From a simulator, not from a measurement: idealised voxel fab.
process module | voxel double patterning
cross-section cut | 180 nm wide | cells 5 nm
A cross-section is a grid of square cells, given in bands from the top down. A band is one or more rows of cells.
Each band's line starts with the height of the band's top and of its bottom, in nm. Then come its materials from left to right, each with its width in nm. One material with "throughout" fills the band from edge to edge. "air" is empty space.
Height 0 is the level under which the wafer as received is all one material. The lowest band goes on downwards, as in "0 down".
A width such as "30 to 40" changes by the same amount from each row of cells to the next, from the band's top row to its bottom row.
"no change" after a step means that no cell of the cross-section changed.
closed voids: empty space of 8 cells or more with no open way to the top, each as width x height at its distance from the left edge, in nm
after a step's settings: what the simulator itself notes on the step
overlay nm, on a step with a mask: how far to the right of its planned place the mask lay; to the left if negative
plan
1 op RECEIVE | material Si
2 op CONFORMAL_DEP | material SiO2 | thk nm 5
3 op DIRECTIONAL_DEP | material W | thk nm 20
4 op DIRECTIONAL_DEP | material SiCN | thk nm 5
5 op MASKED_ETCH | tone open | mask id FIRST | width nm 15 | pitch nm 50 | etch materials SiCN | depth nm 5 | overlay nm 0
6 op PATTERN | tone open | mask id SECOND | material resist | width nm 15 | pitch nm 50 | thk nm 15 | overlay nm 0
7 op DIRECTIONAL_ETCH | etch materials SiCN | depth nm 5
8 op STRIP | etch materials resist
9 op DIRECTIONAL_ETCH | etch materials W | depth nm 20
10 op STRIP | etch materials SiCN
as received, after step 1
  0 down: Si throughout
  closed voids: none
first wafer at the end, as planned
  25 to 5: W 30 | air 15 | W 10 | air 15 | W 10 | air 15 | W 10 | air 15 | W 10 | air 15 | W 35
  5 to 0: SiO2 throughout
  0 down: Si throughout
  closed voids: none
second wafer at the end: like start, like plan, one mistake
  25 to 5: air 55 | W 15 | air 35 | W 15 | air 60
  5 to 0: SiO2 throughout
  0 down: Si throughout
  closed voids: none
what went wrong: step 6 ran as: op PATTERN | tone cover | mask id SECOND | material resist | width nm 15 | pitch nm 50 | thk nm 15 | overlay nm 0
at the end the second wafer has, in cells: 60 fewer of W
